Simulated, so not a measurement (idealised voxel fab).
process module | voxel gate over fins
cross-section cut | 250 nm wide | cells 5 nm
A cross-section is a grid of square cells, given in bands from the top down. A band is one or more rows of cells.
Each band's line starts with the height of the band's top and of its bottom, in nm. Then come its materials from left to right, each with its width in nm. One material with "throughout" fills the band from edge to edge. "air" is empty space.
Height 0 is the level under which the wafer as received is all one material. The lowest band goes on downwards, as in "0 down".
A width such as "30 to 40" changes by the same amount from each row of cells to the next, from the band's top row to its bottom row.
"no change" after a step means that no cell of the cross-section changed.
closed voids: empty space of 8 cells or more with no open way to the top, each as width x height at its distance from the left edge, in nm
after a step's settings: what the simulator itself notes on the step
overlay nm, on a step with a mask: how far to the right of its planned place the mask lay; to the left if negative
plan
1 op RECEIVE | material Si
2 op CONFORMAL_DEP | material SiN | thk nm 10
3 op PATTERN | tone cover | mask id FINS | material resist | width nm 15 | pitch nm 60 | thk nm 20 | overlay nm 0
4 op DIRECTIONAL_ETCH | etch materials SiN | depth nm 10
5 op DIRECTIONAL_ETCH | etch materials Si | depth nm 40
6 op STRIP | etch materials resist
7 op OXIDIZE | depth nm 5
8 op FILL_DEP | material SiO2 | thk nm 5
9 op CMP | height nm 10
10 op MASKED_ETCH | tone open | mask id RAIL | width nm 15 | etch materials SiO2 | depth nm 45 | overlay nm 0
11 op CONFORMAL_DEP | material TiN | thk nm 5
12 op FILL_DEP | material Ru | thk nm 10
13 op CMP | height nm 10
14 op SELECTIVE_ETCH | etch materials W Ru TiN | depth nm 25
15 op FILL_DEP | material SiO2 | thk nm 5
16 op CMP | height nm 10
17 op SELECTIVE_ETCH | etch materials SiO2 | depth nm 20
18 op STRIP | etch materials SiN
19 op CONFORMAL_DEP | material HfO2 | thk nm 5
20 op CONFORMAL_DEP | material TiN | thk nm 5
21 op CONFORMAL_DEP | material TiAl | thk nm 5
22 op CONFORMAL_DEP | material TiN | thk nm 5
23 op FILL_DEP | material W | thk nm 10
24 op CMP | height nm 25
25 op CONFORMAL_DEP | material SiCN | thk nm 10
first wafer, as planned
as received, after step 1
  0 down: Si throughout
  closed voids: none
after step 2
  10 to 0: SiN throughout
  below 0: unchanged
after step 3
  30 to 10: air 25 | resist 15 | air 45 | resist 15 | air 45 | resist 15 | air 45 | resist 15 | air 30
  below 10: unchanged
after step 4
  30 to 10: air 25 | resist 15 | air 45 | resist 15 | air 45 | resist 15 | air 45 | resist 15 | air 30
  10 to 0: air 25 | SiN 15 | air 45 | SiN 15 | air 45 | SiN 15 | air 45 | SiN 15 | air 30
  below 0: unchanged
after step 5
  30 to 10: air 25 | resist 15 | air 45 | resist 15 | air 45 | resist 15 | air 45 | resist 15 | air 30
  10 to 0: air 25 | SiN 15 | air 45 | SiN 15 | air 45 | SiN 15 | air 45 | SiN 15 | air 30
  0 to -40: air 25 | Si 15 | air 45 | Si 15 | air 45 | Si 15 | air 45 | Si 15 | air 30
  below -40: unchanged
after step 6
  10 to 0: air 25 | SiN 15 | air 45 | SiN 15 | air 45 | SiN 15 | air 45 | SiN 15 | air 30
  below 0: unchanged
after step 7
  10 to 0: air 25 | SiN 15 | air 45 | SiN 15 | air 45 | SiN 15 | air 45 | SiN 15 | air 30
  0 to -40: air 25 | SiO2 5 | Si 5 | SiO2 5 | air 45 | SiO2 5 | Si 5 | SiO2 5 | air 45 | SiO2 5 | Si 5 | SiO2 5 | air 45 | SiO2 5 | Si 5 | SiO2 5 | air 30
  -40 to -45: SiO2 30 | Si 5 | SiO2 55 | Si 5 | SiO2 55 | Si 5 | SiO2 55 | Si 5 | SiO2 35
  below -45: unchanged
after step 8
  15 to 10: SiO2 throughout
  10 to 0: SiO2 25 | SiN 15 | SiO2 45 | SiN 15 | SiO2 45 | SiN 15 | SiO2 45 | SiN 15 | SiO2 30
  0 to -45: SiO2 30 | Si 5 | SiO2 55 | Si 5 | SiO2 55 | Si 5 | SiO2 55 | Si 5 | SiO2 35
  below -45: unchanged
after step 9
  10 to 0: SiO2 25 | SiN 15 | SiO2 45 | SiN 15 | SiO2 45 | SiN 15 | SiO2 45 | SiN 15 | SiO2 30
  below 0: unchanged
after step 10
  10 to 0: SiO2 25 | SiN 15 | SiO2 15 | air 15 | SiO2 15 | SiN 15 | SiO2 45 | SiN 15 | SiO2 45 | SiN 15 | SiO2 30
  0 to -35: SiO2 30 | Si 5 | SiO2 20 | air 15 | SiO2 20 | Si 5 | SiO2 55 | Si 5 | SiO2 55 | Si 5 | SiO2 35
  below -35: unchanged
after step 11
  15 to 10: TiN 60 | air 5 | TiN 185
  10 to 0: SiO2 25 | SiN 15 | SiO2 15 | TiN 5 | air 5 | TiN 5 | SiO2 15 | SiN 15 | SiO2 45 | SiN 15 | SiO2 45 | SiN 15 | SiO2 30
  0 to -30: SiO2 30 | Si 5 | SiO2 20 | TiN 5 | air 5 | TiN 5 | SiO2 20 | Si 5 | SiO2 55 | Si 5 | SiO2 55 | Si 5 | SiO2 35
  -30 to -35: SiO2 30 | Si 5 | SiO2 20 | TiN 15 | SiO2 20 | Si 5 | SiO2 55 | Si 5 | SiO2 55 | Si 5 | SiO2 35
  below -35: unchanged
after step 12
  25 to 15: Ru throughout
  15 to 10: TiN 60 | Ru 5 | TiN 185
  10 to 0: SiO2 25 | SiN 15 | SiO2 15 | TiN 5 | Ru 5 | TiN 5 | SiO2 15 | SiN 15 | SiO2 45 | SiN 15 | SiO2 45 | SiN 15 | SiO2 30
  0 to -30: SiO2 30 | Si 5 | SiO2 20 | TiN 5 | Ru 5 | TiN 5 | SiO2 20 | Si 5 | SiO2 55 | Si 5 | SiO2 55 | Si 5 | SiO2 35
  below -30: unchanged
after step 13
  10 to 0: SiO2 25 | SiN 15 | SiO2 15 | TiN 5 | Ru 5 | TiN 5 | SiO2 15 | SiN 15 | SiO2 45 | SiN 15 | SiO2 45 | SiN 15 | SiO2 30
  below 0: unchanged
after step 14
  10 to 0: SiO2 25 | SiN 15 | SiO2 15 | air 15 | SiO2 15 | SiN 15 | SiO2 45 | SiN 15 | SiO2 45 | SiN 15 | SiO2 30
  0 to -15: SiO2 30 | Si 5 | SiO2 20 | air 15 | SiO2 20 | Si 5 | SiO2 55 | Si 5 | SiO2 55 | Si 5 | SiO2 35
  below -15: unchanged
after step 15
  15 to 10: SiO2 throughout
  10 to 0: SiO2 25 | SiN 15 | SiO2 45 | SiN 15 | SiO2 45 | SiN 15 | SiO2 45 | SiN 15 | SiO2 30
  0 to -15: SiO2 30 | Si 5 | SiO2 55 | Si 5 | SiO2 55 | Si 5 | SiO2 55 | Si 5 | SiO2 35
  below -15: unchanged
after step 16
  10 to 0: SiO2 25 | SiN 15 | SiO2 45 | SiN 15 | SiO2 45 | SiN 15 | SiO2 45 | SiN 15 | SiO2 30
  below 0: unchanged
after step 17
  10 to 0: air 25 | SiN 15 | air 45 | SiN 15 | air 45 | SiN 15 | air 45 | SiN 15 | air 30
  0 to -10: air 30 | Si 5 | air 55 | Si 5 | air 55 | Si 5 | air 55 | Si 5 | air 35
  below -10: unchanged
after step 18
  0 to -10: air 30 | Si 5 | air 55 | Si 5 | air 55 | Si 5 | air 55 | Si 5 | air 35
  below -10: unchanged
after step 19
  5 to 0: air 25 | HfO2 15 | air 45 | HfO2 15 | air 45 | HfO2 15 | air 45 | HfO2 15 | air 30
  0 to -5: air 25 | HfO2 5 | Si 5 | HfO2 5 | air 45 | HfO2 5 | Si 5 | HfO2 5 | air 45 | HfO2 5 | Si 5 | HfO2 5 | air 45 | HfO2 5 | Si 5 | HfO2 5 | air 30
  -5 to -10: HfO2 30 | Si 5 | HfO2 55 | Si 5 | HfO2 55 | Si 5 | HfO2 55 | Si 5 | HfO2 35
  below -10: unchanged
after step 20
  10 to 5: air 20 | TiN 25 | air 35 | TiN 25 | air 35 | TiN 25 | air 35 | TiN 25 | air 25
  5 to 0: air 20 | TiN 5 | HfO2 15 | TiN 5 | air 35 | TiN 5 | HfO2 15 | TiN 5 | air 35 | TiN 5 | HfO2 15 | TiN 5 | air 35 | TiN 5 | HfO2 15 | TiN 5 | air 25
  0 to -5: TiN 25 | HfO2 5 | Si 5 | HfO2 5 | TiN 45 | HfO2 5 | Si 5 | HfO2 5 | TiN 45 | HfO2 5 | Si 5 | HfO2 5 | TiN 45 | HfO2 5 | Si 5 | HfO2 5 | TiN 30
  below -5: unchanged
after step 21
  15 to 10: air 15 | TiAl 35 | air 25 | TiAl 35 | air 25 | TiAl 35 | air 25 | TiAl 35 | air 20
  10 to 5: air 15 | TiAl 5 | TiN 25 | TiAl 5 | air 25 | TiAl 5 | TiN 25 | TiAl 5 | air 25 | TiAl 5 | TiN 25 | TiAl 5 | air 25 | TiAl 5 | TiN 25 | TiAl 5 | air 20
  5 to 0: TiAl 20 | TiN 5 | HfO2 15 | TiN 5 | TiAl 35 | TiN 5 | HfO2 15 | TiN 5 | TiAl 35 | TiN 5 | HfO2 15 | TiN 5 | TiAl 35 | TiN 5 | HfO2 15 | TiN 5 | TiAl 25
  below 0: unchanged
after step 22
  20 to 15: air 10 | TiN 45 | air 15 | TiN 45 | air 15 | TiN 45 | air 15 | TiN 45 | air 15
  15 to 10: air 10 | TiN 5 | TiAl 35 | TiN 5 | air 15 | TiN 5 | TiAl 35 | TiN 5 | air 15 | TiN 5 | TiAl 35 | TiN 5 | air 15 | TiN 5 | TiAl 35 | TiN 5 | air 15
  10 to 5: TiN 15 | TiAl 5 | TiN 25 | TiAl 5 | TiN 25 | TiAl 5 | TiN 25 | TiAl 5 | TiN 25 | TiAl 5 | TiN 25 | TiAl 5 | TiN 25 | TiAl 5 | TiN 25 | TiAl 5 | TiN 20
  below 5: unchanged
after step 23
  30 to 20: W throughout
  20 to 15: W 10 | TiN 45 | W 15 | TiN 45 | W 15 | TiN 45 | W 15 | TiN 45 | W 15
  15 to 10: W 10 | TiN 5 | TiAl 35 | TiN 5 | W 15 | TiN 5 | TiAl 35 | TiN 5 | W 15 | TiN 5 | TiAl 35 | TiN 5 | W 15 | TiN 5 | TiAl 35 | TiN 5 | W 15
  below 10: unchanged
after step 24
  25 to 20: W throughout
  below 20: unchanged
after step 25
  35 to 25: SiCN throughout
  below 25: unchanged
second wafer: like start, like plan, one mistake. Through step 24 it matches the first wafer
when step 25 should have ended
  40 to 25: SiCN throughout
  below 25: unchanged
what went wrong: step 25 ran as: op CONFORMAL_DEP | material SiCN | thk nm 15
at the end the second wafer has, in cells: 50 more of SiCN
